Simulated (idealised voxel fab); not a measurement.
process module | voxel ribs on slabs
cross-section cut | 185 nm wide | cells 5 nm
A cross-section is a grid of square cells, given in bands from the top down. A band is one or more rows of cells.
Each band's line starts with the height of the band's top and of its bottom, in nm. Then come its materials from left to right, each with its width in nm. One material with "throughout" fills the band from edge to edge. "air" is empty space.
Height 0 is the level under which the wafer as received is all one material. The lowest band goes on downwards, as in "0 down".
A width such as "30 to 40" changes by the same amount from each row of cells to the next, from the band's top row to its bottom row.
"no change" after a step means that no cell of the cross-section changed.
closed voids: empty space of 8 cells or more with no open way to the top, each as width x height at its distance from the left edge, in nm
after a step's settings: what the simulator itself notes on the step
overlay nm, on a step with a mask: how far to the right of its planned place the mask lay; to the left if negative
plan
1 op RECEIVE | material Si
2 op DIRECTIONAL_DEP | material SiO2 | thk nm 25
3 op DIRECTIONAL_DEP | material SiN | thk nm 15
4 op PATTERN | tone cover | mask id RIB | material resist | width nm 30 | thk nm 15 | overlay nm 0
5 op DIRECTIONAL_ETCH | etch materials SiN | depth nm 5
6 op STRIP | etch materials resist
7 op DIRECTIONAL_DEP | material aC | thk nm 10
8 op PATTERN | tone cover | mask id SLAB | material resist | width nm 60 | thk nm 25 | overlay nm 0
9 op DIRECTIONAL_ETCH | etch materials aC | depth nm 10
10 op STRIP | etch materials resist
11 op DIRECTIONAL_ETCH | etch materials SiN | depth nm 10
12 op STRIP | etch materials aC
13 op FILL_DEP | material SiO2 | thk nm 25
14 op CMP | height nm 60
15 op DIRECTIONAL_DEP | material W | thk nm 5
16 op PATTERN | tone cover | mask id HEATER | material resist | width nm 40 | thk nm 15 | overlay nm 0
17 op DIRECTIONAL_ETCH | etch materials W | depth nm 5
18 op STRIP | etch materials resist
19 op CONFORMAL_DEP | material SiN | thk nm 10
first wafer, as planned
as received, after step 1
  0 down: Si throughout
  closed voids: none
after step 2
  25 to 0: SiO2 throughout
  below 0: unchanged
after step 3
  40 to 25: SiN throughout
  below 25: unchanged
after step 4
  55 to 40: air 75 | resist 30 | air 80
  below 40: unchanged
after step 5
  55 to 40: air 75 | resist 30 | air 80
  40 to 35: air 75 | SiN 30 | air 80
  below 35: unchanged
after step 6
  40 to 35: air 75 | SiN 30 | air 80
  below 35: unchanged
after step 7
  50 to 45: air 75 | aC 30 | air 80
  45 to 40: aC throughout
  40 to 35: aC 75 | SiN 30 | aC 80
  below 35: unchanged
after step 8
  75 to 50: air 60 | resist 60 | air 65
  50 to 45: air 60 | resist 15 | aC 30 | resist 15 | air 65
  below 45: unchanged
after step 9
  65 to 50: air 60 | resist 60 | air 65
  50 to 45: air 60 | resist 15 | aC 30 | resist 15 | air 65
  45 to 40: air 60 | aC 60 | air 65
  40 to 35: air 60 | aC 15 | SiN 30 | aC 15 | air 65
  below 35: unchanged
after step 10
  50 to 40: air 75 to 60 | aC 30 to 60 | air 80 to 65
  below 40: unchanged
after step 11
  50 to 40: air 75 to 60 | aC 30 to 60 | air 80 to 65
  40 to 35: air 60 | aC 15 | SiN 30 | aC 15 | air 65
  35 to 25: air 60 | SiN 60 | air 65
  below 25: unchanged
after step 12
  40 to 35: air 75 | SiN 30 | air 80
  below 35: unchanged
after step 13
  65 to 40: SiO2 throughout
  40 to 35: SiO2 75 | SiN 30 | SiO2 80
  35 to 25: SiO2 60 | SiN 60 | SiO2 65
  below 25: unchanged
after step 14
  60 to 40: SiO2 throughout
  below 40: unchanged
after step 15
  65 to 60: W throughout
  below 60: unchanged
after step 16
  80 to 65: air 70 | resist 40 | air 75
  below 65: unchanged
after step 17
  80 to 65: air 70 | resist 40 | air 75
  65 to 60: air 70 | W 40 | air 75
  below 60: unchanged
after step 18
  65 to 60: air 70 | W 40 | air 75
  below 60: unchanged
after step 19
  75 to 70: air 60 | SiN 60 | air 65
  70 to 65: SiN throughout
  65 to 60: SiN 70 | W 40 | SiN 75
  below 60: unchanged
second wafer: like start, like plan, one mistake. Through step 1 it matches the first wafer
when step 2 should have ended
  15 to 0: SiN throughout
  below 0: unchanged
when step 3 should have ended
  40 to 15: SiO2 throughout
  below 15: unchanged
when step 4 should have ended
  55 to 40: air 75 | resist 30 | air 80
  below 40: unchanged
when step 5 should have ended: no change
when step 6 should have ended
  40 to 15: SiO2 throughout
  below 15: unchanged
when step 7 should have ended
  50 to 40: aC throughout
  below 40: unchanged
when step 8 should have ended
  75 to 50: air 60 | resist 60 | air 65
  below 50: unchanged
when step 9 should have ended
  65 to 50: air 60 | resist 60 | air 65
  50 to 40: air 60 | aC 60 | air 65
  below 40: unchanged
when step 10 should have ended
  50 to 40: air 60 | aC 60 | air 65
  below 40: unchanged
when step 11 should have ended: no change
when step 12 should have ended
  40 to 15: SiO2 throughout
  below 15: unchanged
when step 13 should have ended
  65 to 15: SiO2 throughout
  below 15: unchanged
when step 14 should have ended
  60 to 15: SiO2 throughout
  below 15: unchanged
when step 15 should have ended
  65 to 60: W throughout
  below 60: unchanged
when step 16 should have ended
  80 to 65: air 70 | resist 40 | air 75
  below 65: unchanged
when step 17 should have ended
  80 to 65: air 70 | resist 40 | air 75
  65 to 60: air 70 | W 40 | air 75
  below 60: unchanged
when step 18 should have ended
  65 to 60: air 70 | W 40 | air 75
  below 60: unchanged
when step 19 should have ended
  75 to 70: air 60 | SiN 60 | air 65
  70 to 65: SiN throughout
  65 to 60: SiN 70 | W 40 | SiN 75
  below 60: unchanged
what went wrong: steps 2 and 3 were swapped
at the end the second wafer has, in cells: 81 more of SiN | 81 fewer of SiO2
